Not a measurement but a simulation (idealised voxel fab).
Name of the process module below: voxel lift off
Cross-sectional view cut (width: 250 nm; square cell size: 5 nm).
In this document a cross-section is written as a grid of square cells. It is given as a series of bands, listed from the top down, and a band is one or more rows of cells.
For a band, the entry starts with two heights in nm, that of the top and then that of the bottom, and carries on with the band's materials in order from left to right, each alongside its width in nm; the word "throughout" beside a single material means it fills the band edge to edge, and "empty" means empty space.
Note: height 0 marks the level under which the wafer is uniformly one material as received. Lowest band unbounded below, written "0 down".
The two numbers in a width such as "30->40" mark its ends across the band: the first belongs to the top row of cells, the second to the bottom row, and from each row to the next the width moves by the same amount.
"remains unaltered" for a step: no cell of the cross-section changed in that step.
"Fully sealed cavities" - sealed voids, min. 8 cells, no opening to top; format: width x height at distance (distance from left edge; nm throughout).
The remark found on a step's line after its settings is issued by the simulator itself and pertains to that step.
The optional step-line setting "overlay nm" applies to steps with a mask and quantifies how far to the right of its planned location the mask lay, a negative value indicating leftward placement.
Listed below are the process steps as planned
1: RECEIVE: material Si
2: CONFORMAL_DEP: material Al2O3, thk nm 10
3: PATTERN: tone open, mask id LINES, material resist, width nm 15, pitch nm 35, thk nm 20, overlay nm 0
4: DIRECTIONAL_DEP: material Ru, thk nm 10
5: STRIP: etch materials resist
6: CONFORMAL_DEP: material SiN, thk nm 5
Of two wafers, the first: run according to plan
So this is the incoming wafer in cross-section - it's already been through step 1
> 0 down: Si throughout
> Fully sealed cavities: none
After step 2
> 10 to 0: Al2O3 throughout
> Anything lower than 0 is untouched.
After step 3
> 30 to 10: resist 100 nm, then empty 15 nm, then resist 20 nm, then empty 15 nm, then resist 100 nm
> Anything lower than 10 is untouched.
After step 4
> 40 to 30: Ru 100 nm, then empty 15 nm, then Ru 20 nm, then empty 15 nm, then Ru 100 nm
> 30 to 20: resist 100 nm, then empty 15 nm, then resist 20 nm, then empty 15 nm, then resist 100 nm
> 20 to 10: resist 100 nm, then Ru 15 nm, then resist 20 nm, then Ru 15 nm, then resist 100 nm
> Anything lower than 10 is untouched.
After step 5
> 20 to 10: empty 100 nm, then Ru 15 nm, then empty 20 nm, then Ru 15 nm, then empty 100 nm
> Anything lower than 10 is untouched.
After step 6
> 25 to 20: empty 95 nm, then SiN 25 nm, then empty 10 nm, then SiN 25 nm, then empty 95 nm
> 20 to 15: empty 95 nm, then SiN 5 nm, then Ru 15 nm, then SiN 5 nm, then empty 10 nm, then SiN 5 nm, then Ru 15 nm, then SiN 5 nm, then empty 95 nm
> 15 to 10: SiN 100 nm, then Ru 15 nm, then SiN 20 nm, then Ru 15 nm, then SiN 100 nm
> Anything lower than 10 is untouched.
Okay, second wafer. Nothing different at the start, nothing different in the plan, just one mistake somewhere in the running. As far as step 1, counting that step, it's the first wafer all over again
Second wafer shown in cross-section at the time step 2 was slated to end: remains unaltered
Second wafer shown in cross-section at the time step 3 was slated to end
> 20 to 0: resist 100 nm, then empty 15 nm, then resist 20 nm, then empty 15 nm, then resist 100 nm
> Anything lower than 0 is untouched.
Second wafer shown in cross-section at the time step 4 was slated to end
> 30 to 20: Ru 100 nm, then empty 15 nm, then Ru 20 nm, then empty 15 nm, then Ru 100 nm
> 20 to 10: resist 100 nm, then empty 15 nm, then resist 20 nm, then empty 15 nm, then resist 100 nm
> 10 to 0: resist 100 nm, then Ru 15 nm, then resist 20 nm, then Ru 15 nm, then resist 100 nm
> Anything lower than 0 is untouched.
Second wafer shown in cross-section at the time step 5 was slated to end
> 10 to 0: empty 100 nm, then Ru 15 nm, then empty 20 nm, then Ru 15 nm, then empty 100 nm
> Anything lower than 0 is untouched.
Second wafer shown in cross-section at the time step 6 was slated to end
> 15 to 10: empty 95 nm, then SiN 25 nm, then empty 10 nm, then SiN 25 nm, then empty 95 nm
> 10 to 5: empty 95 nm, then SiN 5 nm, then Ru 15 nm, then SiN 5 nm, then empty 10 nm, then SiN 5 nm, then Ru 15 nm, then SiN 5 nm, then empty 95 nm
> 5 to 0: SiN 100 nm, then Ru 15 nm, then SiN 20 nm, then Ru 15 nm, then SiN 100 nm
> Anything lower than 0 is untouched.
Plan not followed: step 2 of the plan did not run at all; it was left out
Final cells, second wafer relative to first, materials higher or lower: Al2O3 -100
